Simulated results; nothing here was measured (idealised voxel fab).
process module | voxel quadruple lines
cross-section cut | 140 nm wide | cells 5 nm
A cross-section is a grid of square cells, given in bands from the top down. A band is one or more rows of cells.
Each band's line starts with the height of the band's top and of its bottom, in nm. Then come its materials from left to right, each with its width in nm. One material with "throughout" fills the band from edge to edge. "air" is empty space.
Height 0 is the level under which the wafer as received is all one material. The lowest band goes on downwards, as in "0 down".
A width such as "30 to 40" changes by the same amount from each row of cells to the next, from the band's top row to its bottom row.
"no change" after a step means that no cell of the cross-section changed.
closed voids: empty space of 8 cells or more with no open way to the top, each as width x height at its distance from the left edge, in nm
after a step's settings: what the simulator itself notes on the step
overlay nm, on a step with a mask: how far to the right of its planned place the mask lay; to the left if negative
plan
1 op RECEIVE | material Si
2 op CONFORMAL_DEP | material SiO2 | thk nm 5
3 op DIRECTIONAL_DEP | material TiN | thk nm 10
4 op DIRECTIONAL_DEP | material polySi | thk nm 15
5 op DIRECTIONAL_DEP | material aC | thk nm 20
6 op PATTERN | tone cover | mask id MANDREL | material resist | width nm 35 | thk nm 25 | overlay nm 0
7 op DIRECTIONAL_ETCH | etch materials aC | depth nm 20
8 op STRIP | etch materials resist
9 op CONFORMAL_DEP | material SiO2 | thk nm 15
10 op DIRECTIONAL_ETCH | etch materials SiO2 | depth nm 15
11 op STRIP | etch materials aC
12 op DIRECTIONAL_ETCH | etch materials polySi | depth nm 15
13 op STRIP | etch materials SiO2
14 op CONFORMAL_DEP | material SiCN | thk nm 10
15 op DIRECTIONAL_ETCH | etch materials SiCN | depth nm 10
16 op STRIP | etch materials polySi
17 op DIRECTIONAL_ETCH | etch materials TiN | depth nm 10
18 op STRIP | etch materials SiCN
19 op FILL_DEP | material SiO2 | thk nm 10
20 op CMP | height nm 15
first wafer, as planned
as received, after step 1
  0 down: Si throughout
  closed voids: none
after step 2
  5 to 0: SiO2 throughout
  below 0: unchanged
after step 3
  15 to 5: TiN throughout
  below 5: unchanged
after step 4
  30 to 15: polySi throughout
  below 15: unchanged
after step 5
  50 to 30: aC throughout
  below 30: unchanged
after step 6
  75 to 50: air 50 | resist 35 | air 55
  below 50: unchanged
after step 7
  55 to 50: air 50 | resist 35 | air 55
  50 to 30: air 50 | aC 35 | air 55
  below 30: unchanged
after step 8
  50 to 30: air 50 | aC 35 | air 55
  below 30: unchanged
after step 9
  65 to 50: air 35 | SiO2 65 | air 40
  50 to 45: air 35 | SiO2 15 | aC 35 | SiO2 15 | air 40
  45 to 30: SiO2 50 | aC 35 | SiO2 55
  below 30: unchanged
after step 10
  50 to 30: air 35 | SiO2 15 | aC 35 | SiO2 15 | air 40
  below 30: unchanged
after step 11
  50 to 30: air 35 | SiO2 15 | air 35 | SiO2 15 | air 40
  below 30: unchanged
after step 12
  50 to 30: air 35 | SiO2 15 | air 35 | SiO2 15 | air 40
  30 to 15: air 35 | polySi 15 | air 35 | polySi 15 | air 40
  below 15: unchanged
after step 13
  30 to 15: air 35 | polySi 15 | air 35 | polySi 15 | air 40
  below 15: unchanged
after step 14
  40 to 30: air 25 | SiCN 35 | air 15 | SiCN 35 | air 30
  30 to 25: air 25 | SiCN 10 | polySi 15 | SiCN 10 | air 15 | SiCN 10 | polySi 15 | SiCN 10 | air 30
  25 to 15: SiCN 35 | polySi 15 | SiCN 35 | polySi 15 | SiCN 40
  below 15: unchanged
after step 15
  30 to 15: air 25 | SiCN 10 | polySi 15 | SiCN 10 | air 15 | SiCN 10 | polySi 15 | SiCN 10 | air 30
  below 15: unchanged
after step 16
  30 to 15: air 25 | SiCN 10 | air 15 | SiCN 10 | air 15 | SiCN 10 | air 15 | SiCN 10 | air 30
  below 15: unchanged
after step 17
  30 to 15: air 25 | SiCN 10 | air 15 | SiCN 10 | air 15 | SiCN 10 | air 15 | SiCN 10 | air 30
  15 to 5: air 25 | TiN 10 | air 15 | TiN 10 | air 15 | TiN 10 | air 15 | TiN 10 | air 30
  below 5: unchanged
after step 18
  15 to 5: air 25 | TiN 10 | air 15 | TiN 10 | air 15 | TiN 10 | air 15 | TiN 10 | air 30
  below 5: unchanged
after step 19
  25 to 15: SiO2 throughout
  15 to 5: SiO2 25 | TiN 10 | SiO2 15 | TiN 10 | SiO2 15 | TiN 10 | SiO2 15 | TiN 10 | SiO2 30
  below 5: unchanged
after step 20
  15 to 5: SiO2 25 | TiN 10 | SiO2 15 | TiN 10 | SiO2 15 | TiN 10 | SiO2 15 | TiN 10 | SiO2 30
  below 5: unchanged
second wafer: like start, like plan, one mistake. Through step 1 it matches the first wafer
when step 2 should have ended: no change
when step 3 should have ended
  10 to 0: TiN throughout
  below 0: unchanged
when step 4 should have ended
  25 to 10: polySi throughout
  below 10: unchanged
when step 5 should have ended
  45 to 25: aC throughout
  below 25: unchanged
when step 6 should have ended
  70 to 45: air 50 | resist 35 | air 55
  below 45: unchanged
when step 7 should have ended
  50 to 45: air 50 | resist 35 | air 55
  45 to 25: air 50 | aC 35 | air 55
  below 25: unchanged
when step 8 should have ended
  45 to 25: air 50 | aC 35 | air 55
  below 25: unchanged
when step 9 should have ended
  60 to 45: air 35 | SiO2 65 | air 40
  45 to 40: air 35 | SiO2 15 | aC 35 | SiO2 15 | air 40
  40 to 25: SiO2 50 | aC 35 | SiO2 55
  below 25: unchanged
when step 10 should have ended
  45 to 25: air 35 | SiO2 15 | aC 35 | SiO2 15 | air 40
  below 25: unchanged
when step 11 should have ended
  45 to 25: air 35 | SiO2 15 | air 35 | SiO2 15 | air 40
  below 25: unchanged
when step 12 should have ended
  45 to 25: air 35 | SiO2 15 | air 35 | SiO2 15 | air 40
  25 to 10: air 35 | polySi 15 | air 35 | polySi 15 | air 40
  below 10: unchanged
when step 13 should have ended
  25 to 10: air 35 | polySi 15 | air 35 | polySi 15 | air 40
  below 10: unchanged
when step 14 should have ended
  35 to 25: air 25 | SiCN 35 | air 15 | SiCN 35 | air 30
  25 to 20: air 25 | SiCN 10 | polySi 15 | SiCN 10 | air 15 | SiCN 10 | polySi 15 | SiCN 10 | air 30
  20 to 10: SiCN 35 | polySi 15 | SiCN 35 | polySi 15 | SiCN 40
  below 10: unchanged
when step 15 should have ended
  25 to 10: air 25 | SiCN 10 | polySi 15 | SiCN 10 | air 15 | SiCN 10 | polySi 15 | SiCN 10 | air 30
  below 10: unchanged
when step 16 should have ended
  25 to 10: air 25 | SiCN 10 | air 15 | SiCN 10 | air 15 | SiCN 10 | air 15 | SiCN 10 | air 30
  below 10: unchanged
when step 17 should have ended
  25 to 10: air 25 | SiCN 10 | air 15 | SiCN 10 | air 15 | SiCN 10 | air 15 | SiCN 10 | air 30
  10 to 0: air 25 | TiN 10 | air 15 | TiN 10 | air 15 | TiN 10 | air 15 | TiN 10 | air 30
  below 0: unchanged
when step 18 should have ended
  10 to 0: air 25 | TiN 10 | air 15 | TiN 10 | air 15 | TiN 10 | air 15 | TiN 10 | air 30
  below 0: unchanged
when step 19 should have ended
  20 to 10: SiO2 throughout
  10 to 0: SiO2 25 | TiN 10 | SiO2 15 | TiN 10 | SiO2 15 | TiN 10 | SiO2 15 | TiN 10 | SiO2 30
  below 0: unchanged
when step 20 should have ended
  15 to 10: SiO2 throughout
  below 10: unchanged
what went wrong: step 2 was left out
at the end the second wafer has, in cells: as many of each material as the first, in other places
